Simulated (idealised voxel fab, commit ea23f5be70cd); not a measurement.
Presented below is a process module, voxel lift off.
FYI the section here is cut, 290 nm wide, cells are 5 nm squares.
A cross-section is a grid of square cells, given in bands from the top down. A band is one or more rows of cells.
Band entry format. Leading values: height of top, height of bottom, nm. Remainder: materials in left-to-right order, each with its width in nm. Special words: "all across" on a single material, which then fills the band edge to edge; "blank", empty space.
The reference from which all heights are counted is 0, the level beneath which the as-received wafer is entirely one material; the lowest band, having no lower bound, proceeds downward and is written after the example "0 nm and below".
Quick explanation for "30 to 40": the width changes in equal steps down the rows of cells, from the first number in the band's top row to the second number in its bottom row.
Where the words "no alteration" appear for a step, the cross-section shows no cell changed by that step; every cell remained as before.
In "Completely sealed voids" the enclosed voids are listed, meaning empty spaces of 8 cells or larger without any opening to the top. The form is width x height at distance, distance from the left edge, units nm.
Note: text after step settings on the step line = simulator remark on that step.
What "overlay nm" on a step's line means: if the step has a mask, that mask lay this far to the right of its planned place, or, when the value is negative, to the left.

LISTED BELOW ARE THE PROCESS STEPS AS PLANNED
1,RECEIVE with material Si
2,CONFORMAL_DEP with material SiO2, thk nm 5
3,PATTERN with tone open, mask id LINES, material resist, width nm 25, pitch nm 40, thk nm 25, overlay nm 0
4,DIRECTIONAL_DEP with material Ru, thk nm 10
5,STRIP with etch materials resist
6,CONFORMAL_DEP with material SiCN, thk nm 10
What sets these wafers apart? The thk nm at step 2. They all start alike, and the plan carries the first wafer's value.

INCOMING STATE OF THE FIRST OF SEVERAL WAFERS IN CROSS-SECTION: AFTER STEP 1
  0 nm and below  Si all across
  Completely sealed voids: none

FIRST WAFER AT THE END, AFTER STEP 6
  25 nm to 15 nm  100 nm blank | 85 nm SiCN | 105 nm blank
  15 nm to 5 nm  110 nm SiCN | 25 nm Ru | 15 nm SiCN | 25 nm Ru | 115 nm SiCN
  5 nm to 0 nm  SiO2 all across
  0 nm and below  Si all across
  Completely sealed voids: none

LAST-WAFER CROSS-SECTION AT THE END OF THE MODULE
  40 nm to 30 nm  100 nm blank | 85 nm SiCN | 105 nm blank
  30 nm to 20 nm  110 nm SiCN | 25 nm Ru | 15 nm SiCN | 25 nm Ru | 115 nm SiCN
  20 nm to 0 nm  SiO2 all across
  0 nm and below  Si all across
  Completely sealed voids: none

SO IN THIS TABLE EVERY WAFER GETS ITS OWN ROW, AND WHAT YOU SEE IS WHERE IT STANDS AT THE END OF THE MODULE: FOR EACH MATERIAL, HOW MANY CELLS IT PICKED UP (+) OR GAVE UP (-) SINCE WE RECEIVED IT, AND AFTER THAT ITS CLOSED VOIDS
thk nm 5, +20 Ru, +130 SiCN, +58 SiO2, Completely sealed voids: none
thk nm 10, +20 Ru, +130 SiCN, +116 SiO2, Completely sealed voids: none
thk nm 15, +20 Ru, +130 SiCN, +174 SiO2, Completely sealed voids: none
thk nm 20, +20 Ru, +130 SiCN, +232 SiO2, Completely sealed voids: none
